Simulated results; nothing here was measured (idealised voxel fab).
process module | voxel wiring stack
cross-section cut | 245 nm wide | cells 5 nm
A cross-section is a grid of square cells, given in bands from the top down. A band is one or more rows of cells.
Each band's line starts with the height of the band's top and of its bottom, in nm. Then come its materials from left to right, each with its width in nm. One material with "throughout" fills the band from edge to edge. "air" is empty space.
Height 0 is the level under which the wafer as received is all one material. The lowest band goes on downwards, as in "0 down".
A width such as "30 to 40" changes by the same amount from each row of cells to the next, from the band's top row to its bottom row.
"no change" after a step means that no cell of the cross-section changed.
closed voids: empty space of 8 cells or more with no open way to the top, each as width x height at its distance from the left edge, in nm
after a step's settings: what the simulator itself notes on the step
overlay nm, on a step with a mask: how far to the right of its planned place the mask lay; to the left if negative
plan
1 op RECEIVE | material Si
2 op CONFORMAL_DEP | material SiO2 | thk nm 15
3 op CONFORMAL_DEP | material SiN | thk nm 5
4 op DIRECTIONAL_DEP | material SiO2 | thk nm 20
5 op PATTERN | tone open | mask id METAL_1 | material resist | width nm 30 | pitch nm 50 | thk nm 15 | overlay nm 0
6 op DIRECTIONAL_ETCH | etch materials SiO2 | depth nm 20
7 op DIRECTIONAL_ETCH | etch materials SiN | depth nm 5
8 op STRIP | etch materials resist
9 op CONFORMAL_DEP | material TiN | thk nm 5
10 op FILL_DEP | material W | thk nm 10
11 op CMP | height nm 40
12 op CONFORMAL_DEP | material SiCN | thk nm 5
13 op DIRECTIONAL_DEP | material SiO2 | thk nm 20
14 op DIRECTIONAL_DEP | material aC | thk nm 15
15 op PATTERN | tone open | mask id PLUG_1 | material resist | width nm 15 | pitch nm 50 | thk nm 30 | overlay nm 0
16 op DIRECTIONAL_ETCH | etch materials aC | depth nm 15
17 op STRIP | etch materials resist
18 op DIRECTIONAL_ETCH | etch materials SiO2 | depth nm 20
19 op DIRECTIONAL_ETCH | etch materials SiCN | depth nm 5
20 op STRIP | etch materials aC
21 op CONFORMAL_DEP | material TiN | thk nm 5
22 op FILL_DEP | material Cu | thk nm 5
23 op CMP | height nm 65
24 op DIRECTIONAL_DEP | material TiN | thk nm 5
25 op DIRECTIONAL_DEP | material Ru | thk nm 15
26 op MASKED_ETCH | tone cover | mask id METAL_2 | width nm 30 | pitch nm 50 | etch materials Ru | depth nm 15 | overlay nm 0
27 op MASKED_ETCH | tone cover | mask id METAL_2 | width nm 30 | pitch nm 50 | etch materials TiN | depth nm 5 | overlay nm 0
28 op FILL_DEP | material SiO2 | thk nm 10
29 op CMP | height nm 85
30 op CONFORMAL_DEP | material SiCN | thk nm 5
31 op DIRECTIONAL_DEP | material lowk | thk nm 10
32 op MASKED_ETCH | tone open | mask id PLUG_2 | width nm 15 | pitch nm 50 | etch materials lowk | depth nm 10 | overlay nm 0
33 op MASKED_ETCH | tone open | mask id PLUG_2 | width nm 15 | pitch nm 50 | etch materials SiCN | depth nm 5 | overlay nm 0
34 op EPI | material Ru | thk nm 10
35 op EPI | material Ru | thk nm 5
36 op DIRECTIONAL_DEP | material TiN | thk nm 5
37 op DIRECTIONAL_DEP | material W | thk nm 20
38 op PATTERN | tone cover | mask id METAL_3 | material resist | width nm 30 | pitch nm 50 | thk nm 15 | overlay nm 0
39 op DIRECTIONAL_ETCH | etch materials W | depth nm 20
40 op DIRECTIONAL_ETCH | etch materials TiN | depth nm 5
41 op STRIP | etch materials resist
42 op CONFORMAL_DEP | material SiCN | thk nm 5
43 op FILL_DEP | material SiO2 | thk nm 5
44 op CMP | height nm 125
45 op CONFORMAL_DEP | material SiN | thk nm 5
as received, after step 1
  0 down: Si throughout
  closed voids: none
first wafer at the end, as planned
  130 to 125: SiN throughout
  125 to 105: SiO2 50 | SiCN 5 | W 30 | SiCN 5 | SiO2 10 | SiCN 5 | W 30 | SiCN 5 | SiO2 10 | SiCN 5 | W 30 | SiCN 5 | SiO2 55
  105 to 100: SiCN 55 | TiN 30 | SiCN 20 | TiN 30 | SiCN 20 | TiN 30 | SiCN 60
  100 to 90: lowk 55 | Ru 15 | lowk 35 | Ru 15 | lowk 35 | Ru 15 | lowk 75
  90 to 85: SiCN 55 | Ru 15 | SiCN 35 | Ru 15 | SiCN 35 | Ru 15 | SiCN 75
  85 to 70: SiO2 55 | Ru 30 | SiO2 20 | Ru 30 | SiO2 20 | Ru 30 | SiO2 60
  70 to 65: SiO2 55 | TiN 30 | SiO2 20 | TiN 30 | SiO2 20 | TiN 30 | SiO2 60
  65 to 45: SiO2 55 | TiN 5 | Cu 5 | TiN 5 | SiO2 35 | TiN 5 | Cu 5 | TiN 5 | SiO2 35 | TiN 5 | Cu 5 | TiN 5 | SiO2 75
  45 to 40: SiCN 55 | TiN 15 | SiCN 35 | TiN 15 | SiCN 35 | TiN 15 | SiCN 75
  40 to 20: SiO2 55 | TiN 5 | W 20 | TiN 5 | SiO2 20 | TiN 5 | W 20 | TiN 5 | SiO2 20 | TiN 5 | W 20 | TiN 5 | SiO2 60
  20 to 15: SiN 55 | TiN 30 | SiN 20 | TiN 30 | SiN 20 | TiN 30 | SiN 60
  15 to 0: SiO2 throughout
  0 down: Si throughout
  closed voids: none
second wafer at the end: like start, like plan, one mistake
  130 to 125: SiN throughout
  125 to 115: SiO2 50 | SiCN 5 | W 15 | SiCN 5 to 20 | SiO2 25 to 10 | SiCN 5 | W 15 | SiCN 5 to 20 | SiO2 25 to 10 | SiCN 5 | W 15 | SiCN 5 to 20 | SiO2 70 to 55
  115 to 105: SiO2 50 | SiCN 5 | W 30 | SiCN 5 | SiO2 10 | SiCN 5 | W 30 | SiCN 5 | SiO2 10 | SiCN 5 | W 30 | SiCN 5 | SiO2 55
  105 to 100: SiO2 50 | SiCN 5 | TiN 15 | W 15 | SiCN 5 | SiO2 10 | SiCN 5 | TiN 15 | W 15 | SiCN 5 | SiO2 10 | SiCN 5 | TiN 15 | W 15 | SiCN 5 | SiO2 55
  100 to 95: SiO2 50 | SiCN 5 | lowk 15 | W 15 | SiCN 5 | SiO2 10 | SiCN 5 | lowk 15 | W 15 | SiCN 5 | SiO2 10 | SiCN 5 | lowk 15 | W 15 | SiCN 5 | SiO2 55
  95 to 90: SiCN 55 | lowk 15 | TiN 15 | SiCN 20 | lowk 15 | TiN 15 | SiCN 20 | lowk 15 | TiN 15 | SiCN 60
  90 to 85: SiCN throughout
  85 to 70: SiO2 55 | Ru 30 | SiO2 20 | Ru 30 | SiO2 20 | Ru 30 | SiO2 60
  70 to 65: SiO2 55 | TiN 30 | SiO2 20 | TiN 30 | SiO2 20 | TiN 30 | SiO2 60
  65 to 45: SiO2 55 | TiN 5 | Cu 5 | TiN 5 | SiO2 35 | TiN 5 | Cu 5 | TiN 5 | SiO2 35 | TiN 5 | Cu 5 | TiN 5 | SiO2 75
  45 to 40: SiCN 55 | TiN 15 | SiCN 35 | TiN 15 | SiCN 35 | TiN 15 | SiCN 75
  40 to 20: SiO2 55 | TiN 5 | W 20 | TiN 5 | SiO2 20 | TiN 5 | W 20 | TiN 5 | SiO2 20 | TiN 5 | W 20 | TiN 5 | SiO2 60
  20 to 15: SiN 55 | TiN 30 | SiN 20 | TiN 30 | SiN 20 | TiN 30 | SiN 60
  15 to 0: SiO2 throughout
  0 down: Si throughout
  closed voids: none
what went wrong: step 32 ran as: op MASKED_ETCH | tone cover | mask id PLUG_2 | width nm 15 | pitch nm 50 | etch materials lowk | depth nm 10 | overlay nm 0
at the end the second wafer has, in cells: 27 fewer of Ru | 30 more of SiCN | 59 more of SiO2 | 62 fewer of lowk
